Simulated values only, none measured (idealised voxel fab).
process module | voxel ribs on slabs
cross-section cut | 155 nm wide | cells 5 nm
A cross-section is a grid of square cells, given in bands from the top down. A band is one or more rows of cells.
Each band's line starts with the height of the band's top and of its bottom, in nm. Then come its materials from left to right, each with its width in nm. One material with "throughout" fills the band from edge to edge. "air" is empty space.
Height 0 is the level under which the wafer as received is all one material. The lowest band goes on downwards, as in "0 down".
A width such as "30 to 40" changes by the same amount from each row of cells to the next, from the band's top row to its bottom row.
"no change" after a step means that no cell of the cross-section changed.
closed voids: empty space of 8 cells or more with no open way to the top, each as width x height at its distance from the left edge, in nm
after a step's settings: what the simulator itself notes on the step
overlay nm, on a step with a mask: how far to the right of its planned place the mask lay; to the left if negative
plan
1 op RECEIVE | material Si
2 op DIRECTIONAL_DEP | material SiO2 | thk nm 20
3 op DIRECTIONAL_DEP | material SiN | thk nm 20
4 op PATTERN | tone cover | mask id RIB | material resist | width nm 15 | thk nm 15 | overlay nm 0
5 op DIRECTIONAL_ETCH | etch materials SiN | depth nm 10
6 op STRIP | etch materials resist
7 op MASKED_ETCH | tone cover | mask id SLAB | width nm 75 | etch materials SiN | depth nm 10 | overlay nm 0
8 op FILL_DEP | material SiO2 | thk nm 25
9 op CMP | height nm 60
10 op DIRECTIONAL_DEP | material TiN | thk nm 5
11 op PATTERN | tone cover | mask id HEATER | material resist | width nm 25 | thk nm 20 | overlay nm -15
12 op DIRECTIONAL_ETCH | etch materials TiN | depth nm 5
13 op STRIP | etch materials resist
14 op CONFORMAL_DEP | material SiN | thk nm 10
varied across the wafers: overlay nm of step 11. The plan shows the first wafer's value. All wafers start alike
first wafer as received, after step 1
  0 down: Si throughout
  closed voids: none
first wafer at the end, after step 14
  75 to 70: air 40 | SiN 45 | air 70
  70 to 65: SiN throughout
  65 to 60: SiN 50 | TiN 25 | SiN 80
  60 to 40: SiO2 throughout
  40 to 30: SiO2 70 | SiN 15 | SiO2 70
  30 to 20: SiO2 40 | SiN 75 | SiO2 40
  20 to 0: SiO2 throughout
  0 down: Si throughout
  closed voids: none
last wafer at the end
  75 to 70: air 70 | SiN 45 | air 40
  70 to 65: SiN throughout
  65 to 60: SiN 80 | TiN 25 | SiN 50
  60 to 40: SiO2 throughout
  40 to 30: SiO2 70 | SiN 15 | SiO2 70
  30 to 20: SiO2 40 | SiN 75 | SiO2 40
  20 to 0: SiO2 throughout
  0 down: Si throughout
  closed voids: none
each wafer at the end: cells of each material gained (+) or lost (-) since it was received, then its closed voids
overlay nm -15 | +102 SiN | +336 SiO2 | +5 TiN | closed voids: none
overlay nm -10 | +102 SiN | +336 SiO2 | +5 TiN | closed voids: none
overlay nm -5 | +102 SiN | +336 SiO2 | +5 TiN | closed voids: none
overlay nm 0 | +102 SiN | +336 SiO2 | +5 TiN | closed voids: none
overlay nm 5 | +102 SiN | +336 SiO2 | +5 TiN | closed voids: none
overlay nm 10 | +102 SiN | +336 SiO2 | +5 TiN | closed voids: none
overlay nm 15 | +102 SiN | +336 SiO2 | +5 TiN | closed voids: none
